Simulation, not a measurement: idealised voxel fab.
Title: Process Module voxel capacitor over wiring
Xsec cut, 245 nm wide, square cell size 5 nm.
Format of a cross-section: grid, square cells. Given as bands. Order: top down. Band: one or more rows of cells.
Band entry format. Leading values: height of top, height of bottom, nm. Remainder: materials in left-to-right order, each with its width in nm. Special words: "everywhere" on a single material, which then fills the band edge to edge; "air", empty space.
The level at which height equals 0 is the one under which the wafer, as it arrives, is entirely one material. No lower edge exists for the bottom band, which continues downward and is notated as in "0 and below".
Graded width ("30..40"): value in top row of band = first number; value in bottom row = second number; row-to-row change constant.
What does "remained the same" mean for a step? It means no cell of the cross-section changed in that step.
"Closed void inventory" contains a list of empty spaces, each no smaller than 8 cells and without an open way to the top, written in the form width x height at distance with the distance from the left edge and all three in nm.
Whatever follows a step's settings on its line is a remark the simulator itself makes about that step.
The setting "overlay nm" may be written on the line of a step. When the step uses a mask, the value reports how far to the right of the planned place the mask lay, and a negative value reports that it lay to the left.
[Steps in the process plan]
1 RECEIVE, material Si
2 CONFORMAL_DEP, material SiO2, thk nm 15
3 DIRECTIONAL_DEP, material TiN, thk nm 5
4 DIRECTIONAL_DEP, material Ru, thk nm 15
5 DIRECTIONAL_DEP, material aC, thk nm 10
6 PATTERN, tone cover, mask id METAL_1, material resist, width nm 25, pitch nm 85, thk nm 30, overlay nm 0
7 DIRECTIONAL_ETCH, etch materials aC, depth nm 10
8 STRIP, etch materials resist
9 DIRECTIONAL_ETCH, etch materials Ru, depth nm 15
10 DIRECTIONAL_ETCH, etch materials TiN, depth nm 5
11 STRIP, etch materials aC
12 FILL_DEP, material SiO2, thk nm 5
13 CMP, height nm 35
14 CONFORMAL_DEP, material SiCN, thk nm 5
15 DIRECTIONAL_DEP, material SiO2, thk nm 20
16 PATTERN, tone open, mask id PLUG_1, material resist, width nm 15, thk nm 20, overlay nm 0
17 DIRECTIONAL_ETCH, etch materials SiO2, depth nm 20
18 DIRECTIONAL_ETCH, etch materials SiCN, depth nm 5
19 STRIP, etch materials resist
20 CONFORMAL_DEP, material TiN, thk nm 5
21 FILL_DEP, material Ru, thk nm 5
22 CMP, height nm 60
23 DIRECTIONAL_DEP, material TiN, thk nm 5
24 DIRECTIONAL_DEP, material SiN, thk nm 5
25 DIRECTIONAL_DEP, material TiN, thk nm 5
26 PATTERN, tone cover, mask id UPPER_PLATE, material resist, width nm 65, thk nm 15, overlay nm 0
27 DIRECTIONAL_ETCH, etch materials TiN, depth nm 5
28 DIRECTIONAL_ETCH, etch materials SiN, depth nm 5
29 STRIP, etch materials resist
30 MASKED_ETCH, tone cover, mask id LOWER_PLATE, width nm 75, etch materials TiN, depth nm 5, overlay nm 0
31 FILL_DEP, material SiO2, thk nm 20
32 CMP, height nm 90
33 MASKED_ETCH, tone open, mask id PLUG_2, width nm 15, etch materials SiO2, depth nm 15, overlay nm 0
34 CONFORMAL_DEP, material TiN, thk nm 5
35 FILL_DEP, material Cu, thk nm 5
36 CMP, height nm 90
37 CONFORMAL_DEP, material SiN, thk nm 5
[On the first of the two wafers: run conducted according to plan]
[As received (post step 1): cross-section]
    0 and below  Si everywhere
    Closed void inventory: none
[Cross-section of the wafer subsequent to step 2]
    15 down to 0  SiO2 everywhere
    Whatever lies below 0 is exactly as it was before.
[Cross-section of the wafer subsequent to step 3]
    20 down to 15  TiN everywhere
    Whatever lies below 15 is exactly as it was before.
[Cross-section of the wafer subsequent to step 4]
    35 down to 20  Ru everywhere
    Whatever lies below 20 is exactly as it was before.
[Cross-section of the wafer subsequent to step 5]
    45 down to 35  aC everywhere
    Whatever lies below 35 is exactly as it was before.
[Cross-section of the wafer subsequent to step 6]
    75 down to 45  air=65, resist=25, air=60, resist=25, air=70
    Whatever lies below 45 is exactly as it was before.
[Cross-section of the wafer subsequent to step 7]
    65 down to 45  air=65, resist=25, air=60, resist=25, air=70
    45 down to 35  air=65, aC=25, air=60, aC=25, air=70
    Whatever lies below 35 is exactly as it was before.
[Cross-section of the wafer subsequent to step 8]
    45 down to 35  air=65, aC=25, air=60, aC=25, air=70
    Whatever lies below 35 is exactly as it was before.
[Cross-section of the wafer subsequent to step 9]
    45 down to 35  air=65, aC=25, air=60, aC=25, air=70
    35 down to 20  air=65, Ru=25, air=60, Ru=25, air=70
    Whatever lies below 20 is exactly as it was before.
[Cross-section of the wafer subsequent to step 10]
    45 down to 35  air=65, aC=25, air=60, aC=25, air=70
    35 down to 20  air=65, Ru=25, air=60, Ru=25, air=70
    20 down to 15  air=65, TiN=25, air=60, TiN=25, air=70
    Whatever lies below 15 is exactly as it was before.
[Cross-section of the wafer subsequent to step 11]
    35 down to 20  air=65, Ru=25, air=60, Ru=25, air=70
    Whatever lies below 20 is exactly as it was before.
[Cross-section of the wafer subsequent to step 12]
    40 down to 35  SiO2 everywhere
    35 down to 20  SiO2=65, Ru=25, SiO2=60, Ru=25, SiO2=70
    20 down to 15  SiO2=65, TiN=25, SiO2=60, TiN=25, SiO2=70
    Whatever lies below 15 is exactly as it was before.
[Cross-section of the wafer subsequent to step 13]
    35 down to 20  SiO2=65, Ru=25, SiO2=60, Ru=25, SiO2=70
    Whatever lies below 20 is exactly as it was before.
[Cross-section of the wafer subsequent to step 14]
    40 down to 35  SiCN everywhere
    Whatever lies below 35 is exactly as it was before.
[Cross-section of the wafer subsequent to step 15]
    60 down to 40  SiO2 everywhere
    Whatever lies below 40 is exactly as it was before.
[Cross-section of the wafer subsequent to step 16]
    80 down to 60  resist=75, air=15, resist=155
    Whatever lies below 60 is exactly as it was before.
[Cross-section of the wafer subsequent to step 17]
    80 down to 60  resist=75, air=15, resist=155
    60 down to 40  SiO2=75, air=15, SiO2=155
    Whatever lies below 40 is exactly as it was before.
[Cross-section of the wafer subsequent to step 18]
    80 down to 60  resist=75, air=15, resist=155
    60 down to 40  SiO2=75, air=15, SiO2=155
    40 down to 35  SiCN=75, air=15, SiCN=155
    Whatever lies below 35 is exactly as it was before.
[Cross-section of the wafer subsequent to step 19]
    60 down to 40  SiO2=75, air=15, SiO2=155
    Whatever lies below 40 is exactly as it was before.
[Cross-section of the wafer subsequent to step 20]
    65 down to 60  TiN=80, air=5, TiN=160
    60 down to 40  SiO2=75, TiN=5, air=5, TiN=5, SiO2=155
    40 down to 35  SiCN=75, TiN=15, SiCN=155
    Whatever lies below 35 is exactly as it was before.
[Cross-section of the wafer subsequent to step 21]
    70 down to 65  Ru everywhere
    65 down to 60  TiN=80, Ru=5, TiN=160
    60 down to 40  SiO2=75, TiN=5, Ru=5, TiN=5, SiO2=155
    Whatever lies below 40 is exactly as it was before.
[Cross-section of the wafer subsequent to step 22]
    60 down to 40  SiO2=75, TiN=5, Ru=5, TiN=5, SiO2=155
    Whatever lies below 40 is exactly as it was before.
[Cross-section of the wafer subsequent to step 23]
    65 down to 60  TiN everywhere
    Whatever lies below 60 is exactly as it was before.
[Cross-section of the wafer subsequent to step 24]
    70 down to 65  SiN everywhere
    Whatever lies below 65 is exactly as it was before.
[Cross-section of the wafer subsequent to step 25]
    75 down to 70  TiN everywhere
    Whatever lies below 70 is exactly as it was before.
[Cross-section of the wafer subsequent to step 26]
    90 down to 75  air=75, resist=65, air=105
    Whatever lies below 75 is exactly as it was before.
[Cross-section of the wafer subsequent to step 27]
    90 down to 75  air=75, resist=65, air=105
    75 down to 70  air=75, TiN=65, air=105
    Whatever lies below 70 is exactly as it was before.
[Cross-section of the wafer subsequent to step 28]
    90 down to 75  air=75, resist=65, air=105
    75 down to 70  air=75, TiN=65, air=105
    70 down to 65  air=75, SiN=65, air=105
    Whatever lies below 65 is exactly as it was before.
[Cross-section of the wafer subsequent to step 29]
    75 down to 70  air=75, TiN=65, air=105
    Whatever lies below 70 is exactly as it was before.
[Cross-section of the wafer subsequent to step 30]
    75 down to 70  air=75, TiN=65, air=105
    70 down to 65  air=75, SiN=65, air=105
    65 down to 60  air=70, TiN=75, air=100
    Whatever lies below 60 is exactly as it was before.
[Cross-section of the wafer subsequent to step 31]
    95 down to 75  SiO2 everywhere
    75 down to 70  SiO2=75, TiN=65, SiO2=105
    70 down to 65  SiO2=75, SiN=65, SiO2=105
    65 down to 60  SiO2=70, TiN=75, SiO2=100
    Whatever lies below 60 is exactly as it was before.
[Cross-section of the wafer subsequent to step 32]
    90 down to 75  SiO2 everywhere
    Whatever lies below 75 is exactly as it was before.
[Cross-section of the wafer subsequent to step 33]
    90 down to 75  SiO2=85, air=15, SiO2=145
    Whatever lies below 75 is exactly as it was before.
[Cross-section of the wafer subsequent to step 34]
    95 down to 90  TiN=90, air=5, TiN=150
    90 down to 80  SiO2=85, TiN=5, air=5, TiN=5, SiO2=145
    80 down to 70  SiO2=85..75, TiN=15..65, SiO2=145..105
    Whatever lies below 70 is exactly as it was before.
[Cross-section of the wafer subsequent to step 35]
    100 down to 95  Cu everywhere
    95 down to 90  TiN=90, Cu=5, TiN=150
    90 down to 80  SiO2=85, TiN=5, Cu=5, TiN=5, SiO2=145
    Whatever lies below 80 is exactly as it was before.
[Cross-section of the wafer subsequent to step 36]
    90 down to 80  SiO2=85, TiN=5, Cu=5, TiN=5, SiO2=145
    Whatever lies below 80 is exactly as it was before.
[Cross-section of the wafer subsequent to step 37]
    95 down to 90  SiN everywhere
    Whatever lies below 90 is exactly as it was before.
[Okay, second wafer. Nothing different at the start, nothing different in the plan, just one mistake somewhere in the running. As far as step 32, counting that step, it's the first wafer all over again]
[Second wafer, sectioned view, at step 33's planned end time]
    90 down to 75  SiO2=85, air=20, SiO2=140
    Whatever lies below 75 is exactly as it was before.
[Second wafer, sectioned view, at step 34's planned end time]
    95 down to 90  TiN=90, air=10, TiN=145
    90 down to 80  SiO2=85, TiN=5, air=10, TiN=5, SiO2=140
    80 down to 70  SiO2=85..75, TiN=20..65, SiO2=140..105
    Whatever lies below 70 is exactly as it was before.
[Second wafer, sectioned view, at step 35's planned end time]
    100 down to 95  Cu everywhere
    95 down to 90  TiN=90, Cu=10, TiN=145
    90 down to 80  SiO2=85, TiN=5, Cu=10, TiN=5, SiO2=140
    Whatever lies below 80 is exactly as it was before.
[Second wafer, sectioned view, at step 36's planned end time]
    90 down to 80  SiO2=85, TiN=5, Cu=10, TiN=5, SiO2=140
    Whatever lies below 80 is exactly as it was before.
[Second wafer, sectioned view, at step 37's planned end time]
    95 down to 90  SiN everywhere
    Whatever lies below 90 is exactly as it was before.
It is concluded that the wafer was processed incorrectly with respect to the plan, in that planned and actual differ for step 33; actual: MASKED_ETCH, tone open, mask id PLUG_2, width nm 20, etch materials SiO2, depth nm 15, overlay nm 0
Final cells, second wafer relative to first, materials higher or lower: Cu +2; SiO2 -3; TiN +1
